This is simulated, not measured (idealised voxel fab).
Presented below is a process module, voxel gate over fins.
Cross-sectional view cut (width: 250 nm; square cell size: 5 nm).
Bands, listed from the top down, are how a cross-section gets written in this document; the cross-section itself is a grid of square cells, and a band is one or more rows of them. Quick guide to a band line: top height, bottom height (nm) up front; then every material left to right with its width in nm. Only one material and it's marked "all across"? Then it fills the band edge to edge. And "empty" just means empty space. Height datum 0, below which the as-received substrate wafer is one material. Lowest band open at the bottom, running downward: "z 0 and below". Quick explanation for "30..40": the width changes in equal steps down the rows of cells, from the first number in the band's top row to the second number in its bottom row. "no change" -> step changed no cross-section cell. If an empty space has no open way to the top and is at least 8 cells in size, "Catalogued sealed voids" lists it, written width x height at distance, where distance is measured from the left edge and every value is in nm. after a step's settings: what the simulator itself notes on the step. You can add "overlay nm" to a step's line. For a step with a mask, it describes how far the mask lay to the right of its planned position, and a negative number describes a lay to the left.

Process steps foreseen in the plan:
1,RECEIVE [material Si]
2,CONFORMAL_DEP [material SiN] [thk nm 5]
3,PATTERN [tone cover] [mask id FINS] [material resist] [width nm 15] [pitch nm 35] [thk nm 15] [overlay nm 0]
4,DIRECTIONAL_ETCH [etch materials SiN] [depth nm 5]
5,DIRECTIONAL_ETCH [etch materials Si] [depth nm 40]
6,STRIP [etch materials resist]
7,FILL_DEP [material SiO2] [thk nm 15]
8,CMP [height nm 5]
9,SELECTIVE_ETCH [etch materials SiO2] [depth nm 15]
10,STRIP [etch materials SiN]
11,CONFORMAL_DEP [material HfO2] [thk nm 5]
12,CONFORMAL_DEP [material TiN] [thk nm 5]
13,FILL_DEP [material W] [thk nm 10]
14,CMP [height nm 5]
15,CONFORMAL_DEP [material SiCN] [thk nm 5]
Split variable: height nm, step 14. Plan value = first wafer. Wafers start alike.

This is how the first of several wafers looked in cross-section when it arrived, which is after step 1:
- z 0 and below  Si all across
- Catalogued sealed voids: none

The figure below presents a cross-section of the first of several wafers at the conclusion of the module, following its last step, step 15:
- z 10 to 5  SiCN all across
- z 5 to 0  70 W / 5 TiN / 25 HfO2 / 10 TiN / 25 HfO2 / 10 TiN / 25 HfO2 / 5 TiN / 75 W
- z 0 to -5  75 TiN / 5 HfO2 / 15 Si / 5 HfO2 / 10 TiN / 5 HfO2 / 15 Si / 5 HfO2 / 10 TiN / 5 HfO2 / 15 Si / 5 HfO2 / 80 TiN
- z -5 to -10  80 HfO2 / 15 Si / 20 HfO2 / 15 Si / 20 HfO2 / 15 Si / 85 HfO2
- z -10 to -40  80 SiO2 / 15 Si / 20 SiO2 / 15 Si / 20 SiO2 / 15 Si / 85 SiO2
- z -40 and below  Si all across
- Catalogued sealed voids: none

X-section, last wafer, module end:
- z 25 to 20  SiCN all across
- z 20 to 10  W all across
- z 10 to 5  70 W / 105 TiN / 75 W
- z 5 to 0  70 W / 5 TiN / 25 HfO2 / 10 TiN / 25 HfO2 / 10 TiN / 25 HfO2 / 5 TiN / 75 W
- z 0 to -5  75 TiN / 5 HfO2 / 15 Si / 5 HfO2 / 10 TiN / 5 HfO2 / 15 Si / 5 HfO2 / 10 TiN / 5 HfO2 / 15 Si / 5 HfO2 / 80 TiN
- z -5 to -10  80 HfO2 / 15 Si / 20 HfO2 / 15 Si / 20 HfO2 / 15 Si / 85 HfO2
- z -10 to -40  80 SiO2 / 15 Si / 20 SiO2 / 15 Si / 20 SiO2 / 15 Si / 85 SiO2
- z -40 and below  Si all across
- Catalogued sealed voids: none

Wafer rows; end of module; cells per material since receipt: (+) gained, (-) lost; then closed voids:
height nm 5; +62 HfO2; -328 Si; +50 SiCN; +246 SiO2; +41 TiN; +29 W; Catalogued sealed voids: none
height nm 10; +62 HfO2; -328 Si; +50 SiCN; +246 SiO2; +62 TiN; +58 W; Catalogued sealed voids: none
height nm 15; +62 HfO2; -328 Si; +50 SiCN; +246 SiO2; +62 TiN; +108 W; Catalogued sealed voids: none
height nm 20; +62 HfO2; -328 Si; +50 SiCN; +246 SiO2; +62 TiN; +158 W; Catalogued sealed voids: none
